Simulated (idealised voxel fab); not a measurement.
This section sets out a process module, namely voxel air gaps.
In the cross-section labelled cut, the width is 210 nm and each square cell is 5 nm.
If you're reading a cross-section in this doc, picture square cells in a grid; it comes to you as bands, top ones listed first down to the bottom, and a band can be one or more rows of cells.
Each band's line starts with the height of the band's top and of its bottom, in nm. Then come its materials from left to right, each with its width in nm. One material with "edge to edge" fills the band from edge to edge. "empty" is empty space.
A quick word on heights: they are counted from 0, and under that level the wafer as it came to us is one material throughout. The lowest band is different from the rest in having no bottom; it simply continues downward, written as in "0..down".
Width: "30 to 40" (first number = top row, second number = bottom row, same change from row to row of cells).
Where the words "no alteration" appear for a step, the cross-section shows no cell changed by that step; every cell remained as before.
Under "Fully sealed cavities" you'll find the enclosed gaps, the ones with no way out to the top, that are 8 cells or bigger; each reads width x height at distance, with distance counted from the left edge, everything in nm.
Where a step's line continues beyond its settings, the continuation is a remark by the simulator itself on that step.
"overlay nm" denotes, for a step that has a mask, the displacement of the mask to the right of its planned place, with negative values corresponding to the left.

plan
1) RECEIVE with material Si
2) CONFORMAL_DEP with material SiO2, thk nm 10
3) CONFORMAL_DEP with material SiN, thk nm 5
4) DIRECTIONAL_DEP with material lowk, thk nm 40
5) PATTERN with tone open, mask id LINES, material resist, width nm 15, pitch nm 40, thk nm 15, overlay nm 0
6) DIRECTIONAL_ETCH with etch materials lowk, depth nm 40
7) STRIP with etch materials resist
8) CONFORMAL_DEP with material TiN, thk nm 5
9) FILL_DEP with material Ru, thk nm 10
10) CMP with height nm 55
11) EPI with material Ru, thk nm 10
12) SELECTIVE_ETCH with etch materials lowk, depth nm 50
13) CONFORMAL_DEP with material SiCN, thk nm 5

Cross-section of the wafer as it came to us, i.e., already through step 1
	0..down = Si edge to edge
	Fully sealed cavities: none

Module complete - cross-section of the first of two wafers, run according to plan
	70..65 = empty 40, then SiCN 125, then empty 45
	65..55 = empty 40, then SiCN 5, then Ru 35, then SiCN 5, then Ru 35, then SiCN 5, then Ru 35, then SiCN 5, then empty 45
	55..50 = empty 40, then SiCN 15, then TiN 5, then Ru 5, then TiN 5, then SiCN 25, then TiN 5, then Ru 5, then TiN 5, then SiCN 25, then TiN 5, then Ru 5, then TiN 5, then SiCN 15, then empty 45
	50..20 = empty 50, then SiCN 5, then TiN 5, then Ru 5, then TiN 5, then SiCN 5, then empty 15, then SiCN 5, then TiN 5, then Ru 5, then TiN 5, then SiCN 5, then empty 15, then SiCN 5, then TiN 5, then Ru 5, then TiN 5, then SiCN 5, then empty 55
	20..15 = SiCN 55, then TiN 15, then SiCN 25, then TiN 15, then SiCN 25, then TiN 15, then SiCN 60
	15..10 = SiN edge to edge
	10..0 = SiO2 edge to edge
	0..down = Si edge to edge
	Fully sealed cavities: 15 x 30 at 75; 15 x 30 at 115

Second wafer through the module, sectioned at the end: same beginning and same plan as the first wafer, with one mistake in carrying it out
	85..80 = SiCN edge to edge
	80..60 = Ru edge to edge
	60..55 = TiN 60, then Ru 5, then TiN 35, then Ru 5, then TiN 35, then Ru 5, then TiN 65
	55..20 = lowk 55, then TiN 5, then Ru 5, then TiN 5, then lowk 25, then TiN 5, then Ru 5, then TiN 5, then lowk 25, then TiN 5, then Ru 5, then TiN 5, then lowk 60
	20..15 = lowk 55, then TiN 15, then lowk 25, then TiN 15, then lowk 25, then TiN 15, then lowk 60
	15..10 = SiN edge to edge
	10..0 = SiO2 edge to edge
	0..down = Si edge to edge
	Fully sealed cavities: none
Nonconformance to the process plan: step 10 of the plan was omitted and not executed
Final comparison by cell count, materials where the second wafer has more or fewer than the first: 129 more of Ru, 76 fewer of SiCN, 39 more of TiN, 264 more of lowk
Heads up: the first wafer ends with 2 closed voids, the second with 0.
